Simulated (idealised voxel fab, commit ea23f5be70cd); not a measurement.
The name of this process module is voxel transistor to metal.
For reference, the cross-section in this document is cut, with width 160 nm and square cells of 5 nm.
A cross-section is written here as square cells arranged in a grid, and it is given in bands from the top down, each band taking up one or more rows of cells.
Heights first: top, then bottom, in nm. Then materials, left to right, each with a width in nm. "edge to edge" on a single material: fills the band edge to edge. "air": empty space.
A quick word on heights: they are counted from 0, and under that level the wafer as it came to us is one material throughout. The lowest band is different from the rest in having no bottom; it simply continues downward, written as in "0 nm and below".
When a width is written as two numbers, as in "30..40", the first number is the width in the top row of cells of the band and the second is the width in its bottom row, and the width changes by the same amount from each row to the next.
Given "nothing got changed" for a step, no cell of the cross-section differs between before and after that step.
Voids not open to the top, 8 cells minimum: see "Entrapped void list". Written width x height at distance; distance is from the left edge; nm.
Formally, on a step line, whatever follows the settings is a remark that the simulator itself makes on the step.
overlay nm: mask right of planned place by this much (step with mask). Neg. = left.

These are the steps we planned for the process:
| 1 | op RECEIVE | material Si |
| 2 | op CONFORMAL_DEP | material SiO2 | thk nm 5 |
| 3 | op CONFORMAL_DEP | material SiN | thk nm 10 |
| 4 | op MASKED_ETCH | tone cover | mask id ACTIVE | width nm 110 | etch materials SiN | depth nm 10 | overlay nm 0 |
| 5 | op MASKED_ETCH | tone cover | mask id ACTIVE | width nm 110 | etch materials SiO2 | depth nm 5 | overlay nm 0 |
| 6 | op MASKED_ETCH | tone cover | mask id ACTIVE | width nm 110 | etch materials Si | depth nm 35 | overlay nm 0 |
| 7 | op OXIDIZE | depth nm 5 |
| 8 | op FILL_DEP | material SiO2 | thk nm 5 |
| 9 | op CMP | height nm 15 |
| 10 | op SELECTIVE_ETCH | etch materials SiO2 | depth nm 10 |
| 11 | op STRIP | etch materials SiN |
| 12 | op SELECTIVE_ETCH | etch materials SiO2 | depth nm 5 |
| 13 | op OXIDIZE | depth nm 5 |
| 14 | op DIRECTIONAL_DEP | material polySi | thk nm 20 |
| 15 | op DIRECTIONAL_DEP | material SiCN | thk nm 10 |
| 16 | op MASKED_ETCH | tone cover | mask id GATE | width nm 20 | etch materials SiCN | depth nm 20 | overlay nm 0 |
| 17 | op MASKED_ETCH | tone cover | mask id GATE | width nm 20 | etch materials polySi | depth nm 30 | overlay nm 0 |
| 18 | op CONFORMAL_DEP | material SiN | thk nm 10 |
| 19 | op DIRECTIONAL_ETCH | etch materials SiN | depth nm 10 |
| 20 | op DIRECTIONAL_ETCH | etch materials SiO2 | depth nm 5 |
| 21 | op DIRECTIONAL_ETCH | etch materials Si | depth nm 10 |
| 22 | op EPI | material nSi | thk nm 10 |
| 23 | op FILL_DEP | material SiO2 | thk nm 10 |
| 24 | op CMP | height nm 30 |
| 25 | op DIRECTIONAL_DEP | material SiO2 | thk nm 15 |
| 26 | op MASKED_ETCH | tone open | mask id CONTACT | width nm 30 | pitch nm 60 | etch materials SiO2 | depth nm 50 | overlay nm 0 |
| 27 | op CONFORMAL_DEP | material TiN | thk nm 5 |
| 28 | op FILL_DEP | material W | thk nm 10 |
| 29 | op CMP | height nm 45 |
| 30 | op DIRECTIONAL_DEP | material TiN | thk nm 5 |
| 31 | op DIRECTIONAL_DEP | material W | thk nm 25 |
| 32 | op PATTERN | tone cover | mask id METAL_1 | material resist | width nm 20 | pitch nm 70 | thk nm 15 | overlay nm 0 |
| 33 | op DIRECTIONAL_ETCH | etch materials W | depth nm 25 |
| 34 | op DIRECTIONAL_ETCH | etch materials TiN | depth nm 5 |
| 35 | op STRIP | etch materials resist |
| 36 | op CONFORMAL_DEP | material SiCN | thk nm 5 |
| 37 | op FILL_DEP | material SiO2 | thk nm 5 |
| 38 | op CMP | height nm 75 |
| 39 | op CONFORMAL_DEP | material SiCN | thk nm 5 |

Here's what the wafer looked like in cross-section when it arrived - that's after step 1:
  0 nm and below | Si edge to edge
  Entrapped void list: none

Looking at the first of two wafers in cross-section at end of module - ran to plan:
  80 nm to 75 nm | SiCN edge to edge
  75 nm to 50 nm | 30 of SiO2 / 5 of SiCN / 20 of W / 5 of SiCN / 40 of SiO2 / 5 of SiCN / 20 of W / 5 of SiCN / 30 of SiO2
  50 nm to 45 nm | 35 of SiCN / 20 of TiN / 50 of SiCN / 20 of TiN / 35 of SiCN
  45 nm to 35 nm | 35 of SiO2 / 5 of TiN / 20 of W / 5 of TiN / 30 of SiO2 / 5 of TiN / 20 of W / 5 of TiN / 35 of SiO2
  35 nm to 30 nm | 35 of SiO2 / 5 of TiN / 15 of W / 10 of TiN / 30 of SiO2 / 10 of TiN / 15 of W / 5 of TiN / 35 of SiO2
  30 nm to 20 nm | 35 of SiO2 / 5 of TiN / 15 of W / 5 of TiN / 10 of SiN / 20 of SiCN / 10 of SiN / 5 of TiN / 15 of W / 5 of TiN / 35 of SiO2
  20 nm to 10 nm | 35 of SiO2 / 5 of TiN / 15 of W / 5 of TiN / 10 of SiN / 20 of polySi / 10 of SiN / 5 of TiN / 15 of W / 5 of TiN / 35 of SiO2
  10 nm to 5 nm | 35 of SiO2 / 5 of TiN / 5 of W / 15 of TiN / 10 of SiN / 20 of polySi / 10 of SiN / 15 of TiN / 5 of W / 5 of TiN / 35 of SiO2
  5 nm to 0 nm | 35 of SiO2 / 5 of TiN / 5 of W / 5 of TiN / 10 of nSi / 10 of SiN / 20 of polySi / 10 of SiN / 10 of nSi / 5 of TiN / 5 of W / 5 of TiN / 35 of SiO2
  0 nm to -5 nm | 35 of SiO2 / 15 of TiN / 10 of nSi / 40 of SiO2 / 10 of nSi / 15 of TiN / 35 of SiO2
  -5 nm to -15 nm | 30 of SiO2 / 30 of nSi / 40 of Si / 30 of nSi / 30 of SiO2
  -15 nm to -40 nm | 30 of SiO2 / 100 of Si / 30 of SiO2
  -40 nm and below | Si edge to edge
  Entrapped void list: none

Now the second wafer, cross-sectioned at the end of the module. Nothing different at the start, nothing different in the plan compared with the first, just one mistake when it was actually run:
  80 nm to 75 nm | SiCN edge to edge
  75 nm to 50 nm | 30 of SiO2 / 5 of SiCN / 20 of W / 5 of SiCN / 40 of SiO2 / 5 of SiCN / 20 of W / 5 of SiCN / 30 of SiO2
  50 nm to 45 nm | 35 of SiCN / 20 of TiN / 50 of SiCN / 20 of TiN / 35 of SiCN
  45 nm to 35 nm | 35 of SiO2 / 5 of TiN / 20 of W / 5 of TiN / 30 of SiO2 / 5 of TiN / 20 of W / 5 of TiN / 35 of SiO2
  35 nm to 30 nm | 35 of SiO2 / 30 of TiN / 30 of SiO2 / 30 of TiN / 35 of SiO2
  30 nm to 20 nm | 70 of SiCN / 20 of SiN / 70 of SiCN
  20 nm to 0 nm | polySi edge to edge
  0 nm to -5 nm | SiO2 edge to edge
  -5 nm to -40 nm | 30 of SiO2 / 100 of Si / 30 of SiO2
  -40 nm and below | Si edge to edge
  Entrapped void list: none
The mistake made against the process plan was this: so step 16 ended up running with a different setting than we planned, it ran as op MASKED_ETCH | tone open | mask id GATE | width nm 20 | etch materials SiCN | depth nm 20 | overlay nm 0
At the finish, the second wafer shows more or fewer cells for some materials than the first does: Si +24, SiCN +48, SiN -16, SiO2 -74, TiN -28, W -34, nSi -32, polySi +112
